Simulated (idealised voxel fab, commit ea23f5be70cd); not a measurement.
voxel ribs on slabs: a process module
Cross-section cut spans 150 nm and uses square cells 5 nm in size.
Just so we're on the same page, the cross-sections are grids of square cells, and they're listed out in bands top to bottom, each band one or more rows deep. This entry defines a band. It first specifies the height of the band's top and the height of its bottom in nm, and then specifies the band's materials from left to right, stating each material with its width in nm. The word "all across" identifies a single material that fills the band from edge to edge, while the word "blank" identifies empty space. Heights are measured from 0, the level below which the as-received wafer is all one material; the lowest band has no bottom and continues downward, written as in "from 0 down". The notation "30 to 40" denotes a width that varies across the rows of cells in the band, beginning at the first number in the top row, finishing at the second number in the bottom row, and changing by an identical amount from each row to the next. Take "no modification" at face value: in the step it is given for, the cross-section changed in none of its cells. Basically, "Sealed internal voids" tells you about the enclosed voids: empty spaces with no open way to the top, 8 cells or bigger, each written width x height at distance, where distance is from the left edge, all in nm. Post-settings text on a step line: simulator's own remark regarding the step. If you see "overlay nm" on a step's line and that step has a mask, it's telling you how far right of where it was planned the mask ended up; a negative number means it went left instead.
### So here's the lineup of process steps we planned
step 1: RECEIVE (material Si)
step 2: DIRECTIONAL_DEP (material SiO2; thk nm 20)
step 3: DIRECTIONAL_DEP (material SiN; thk nm 25)
step 4: MASKED_ETCH (tone cover; mask id RIB; width nm 25; etch materials SiN; depth nm 15; overlay nm 0)
step 5: MASKED_ETCH (tone cover; mask id SLAB; width nm 75; etch materials SiN; depth nm 10; overlay nm 0)
step 6: FILL_DEP (material SiO2; thk nm 15)
step 7: CMP (height nm 55)
step 8: DIRECTIONAL_DEP (material W; thk nm 10)
step 9: DIRECTIONAL_DEP (material aC; thk nm 15)
step 10: PATTERN (tone cover; mask id HEATER; material resist; width nm 35; thk nm 30; overlay nm 0)
step 11: DIRECTIONAL_ETCH (etch materials aC; depth nm 15)
step 12: STRIP (etch materials resist)
step 13: DIRECTIONAL_ETCH (etch materials W; depth nm 10)
step 14: STRIP (etch materials aC)
step 15: CONFORMAL_DEP (material SiO2; thk nm 5)
### Below: the first of two wafers, run as planned
### Cross-section of the wafer upon arrival, representing the state reached after step 1
* from 0 down: Si all across
* Sealed internal voids: none
### Wafer xsec, post step 2
* from 20 to 0: SiO2 all across
* Beneath the level 0, the cross-section is identical to its previous state.
### Wafer xsec, post step 3
* from 45 to 20: SiN all across
* Beneath the level 20, the cross-section is identical to its previous state.
### Wafer xsec, post step 4
* from 45 to 30: 60 nm blank, then 25 nm SiN, then 65 nm blank
* Beneath the level 30, the cross-section is identical to its previous state.
### Wafer xsec, post step 5
* from 45 to 30: 60 nm blank, then 25 nm SiN, then 65 nm blank
* from 30 to 20: 35 nm blank, then 75 nm SiN, then 40 nm blank
* Beneath the level 20, the cross-section is identical to its previous state.
### Wafer xsec, post step 6
* from 60 to 45: SiO2 all across
* from 45 to 30: 60 nm SiO2, then 25 nm SiN, then 65 nm SiO2
* from 30 to 20: 35 nm SiO2, then 75 nm SiN, then 40 nm SiO2
* Beneath the level 20, the cross-section is identical to its previous state.
### Wafer xsec, post step 7
* from 55 to 45: SiO2 all across
* Beneath the level 45, the cross-section is identical to its previous state.
### Wafer xsec, post step 8
* from 65 to 55: W all across
* Beneath the level 55, the cross-section is identical to its previous state.
### Wafer xsec, post step 9
* from 80 to 65: aC all across
* Beneath the level 65, the cross-section is identical to its previous state.
### Wafer xsec, post step 10
* from 110 to 80: 55 nm blank, then 35 nm resist, then 60 nm blank
* Beneath the level 80, the cross-section is identical to its previous state.
### Wafer xsec, post step 11
* from 95 to 80: 55 nm blank, then 35 nm resist, then 60 nm blank
* from 80 to 65: 55 nm blank, then 35 nm aC, then 60 nm blank
* Beneath the level 65, the cross-section is identical to its previous state.
### Wafer xsec, post step 12
* from 80 to 65: 55 nm blank, then 35 nm aC, then 60 nm blank
* Beneath the level 65, the cross-section is identical to its previous state.
### Wafer xsec, post step 13
* from 80 to 65: 55 nm blank, then 35 nm aC, then 60 nm blank
* from 65 to 55: 55 nm blank, then 35 nm W, then 60 nm blank
* Beneath the level 55, the cross-section is identical to its previous state.
### Wafer xsec, post step 14
* from 65 to 55: 55 nm blank, then 35 nm W, then 60 nm blank
* Beneath the level 55, the cross-section is identical to its previous state.
### Wafer xsec, post step 15
* from 70 to 65: 50 nm blank, then 45 nm SiO2, then 55 nm blank
* from 65 to 60: 50 nm blank, then 5 nm SiO2, then 35 nm W, then 5 nm SiO2, then 55 nm blank
* from 60 to 55: 55 nm SiO2, then 35 nm W, then 60 nm SiO2
* Beneath the level 55, the cross-section is identical to its previous state.
### Second wafer: same start and same plan as the first, one execution error; identical to the first through step 2
### Cross-sectional representation of the second wafer at the time designated in the plan for the completion of step 3
* from 70 to 20: SiN all across
* Beneath the level 20, the cross-section is identical to its previous state.
### Cross-sectional representation of the second wafer at the time designated in the plan for the completion of step 4
* from 70 to 55: 60 nm blank, then 25 nm SiN, then 65 nm blank
* Beneath the level 55, the cross-section is identical to its previous state.
### Cross-sectional representation of the second wafer at the time designated in the plan for the completion of step 5
* from 70 to 55: 60 nm blank, then 25 nm SiN, then 65 nm blank
* from 55 to 45: 35 nm blank, then 75 nm SiN, then 40 nm blank
* Beneath the level 45, the cross-section is identical to its previous state.
### Cross-sectional representation of the second wafer at the time designated in the plan for the completion of step 6
* from 85 to 70: SiO2 all across
* from 70 to 55: 60 nm SiO2, then 25 nm SiN, then 65 nm SiO2
* from 55 to 45: 35 nm SiO2, then 75 nm SiN, then 40 nm SiO2
* Beneath the level 45, the cross-section is identical to its previous state.
### Cross-sectional representation of the second wafer at the time designated in the plan for the completion of step 7
* from 55 to 45: 35 nm SiO2, then 75 nm SiN, then 40 nm SiO2
* Beneath the level 45, the cross-section is identical to its previous state.
### Cross-sectional representation of the second wafer at the time designated in the plan for the completion of step 8
* from 65 to 55: W all across
* Beneath the level 55, the cross-section is identical to its previous state.
### Cross-sectional representation of the second wafer at the time designated in the plan for the completion of step 9
* from 80 to 65: aC all across
* Beneath the level 65, the cross-section is identical to its previous state.
### Cross-sectional representation of the second wafer at the time designated in the plan for the completion of step 10
* from 110 to 80: 55 nm blank, then 35 nm resist, then 60 nm blank
* Beneath the level 80, the cross-section is identical to its previous state.
### Cross-sectional representation of the second wafer at the time designated in the plan for the completion of step 11
* from 95 to 80: 55 nm blank, then 35 nm resist, then 60 nm blank
* from 80 to 65: 55 nm blank, then 35 nm aC, then 60 nm blank
* Beneath the level 65, the cross-section is identical to its previous state.
### Cross-sectional representation of the second wafer at the time designated in the plan for the completion of step 12
* from 80 to 65: 55 nm blank, then 35 nm aC, then 60 nm blank
* Beneath the level 65, the cross-section is identical to its previous state.
### Cross-sectional representation of the second wafer at the time designated in the plan for the completion of step 13
* from 80 to 65: 55 nm blank, then 35 nm aC, then 60 nm blank
* from 65 to 55: 55 nm blank, then 35 nm W, then 60 nm blank
* Beneath the level 55, the cross-section is identical to its previous state.
### Cross-sectional representation of the second wafer at the time designated in the plan for the completion of step 14
* from 65 to 55: 55 nm blank, then 35 nm W, then 60 nm blank
* Beneath the level 55, the cross-section is identical to its previous state.
### Cross-sectional representation of the second wafer at the time designated in the plan for the completion of step 15
* from 70 to 65: 50 nm blank, then 45 nm SiO2, then 55 nm blank
* from 65 to 60: 50 nm blank, then 5 nm SiO2, then 35 nm W, then 5 nm SiO2, then 55 nm blank
* from 60 to 55: 55 nm SiO2, then 35 nm W, then 60 nm SiO2
* Beneath the level 55, the cross-section is identical to its previous state.
Misprocessing identified: it should be noted that step 3 of the plan was executed twice
Counted in cells at the end, the second wafer holds more or fewer of these materials than the first: SiN: 135 more | SiO2: 135 fewer
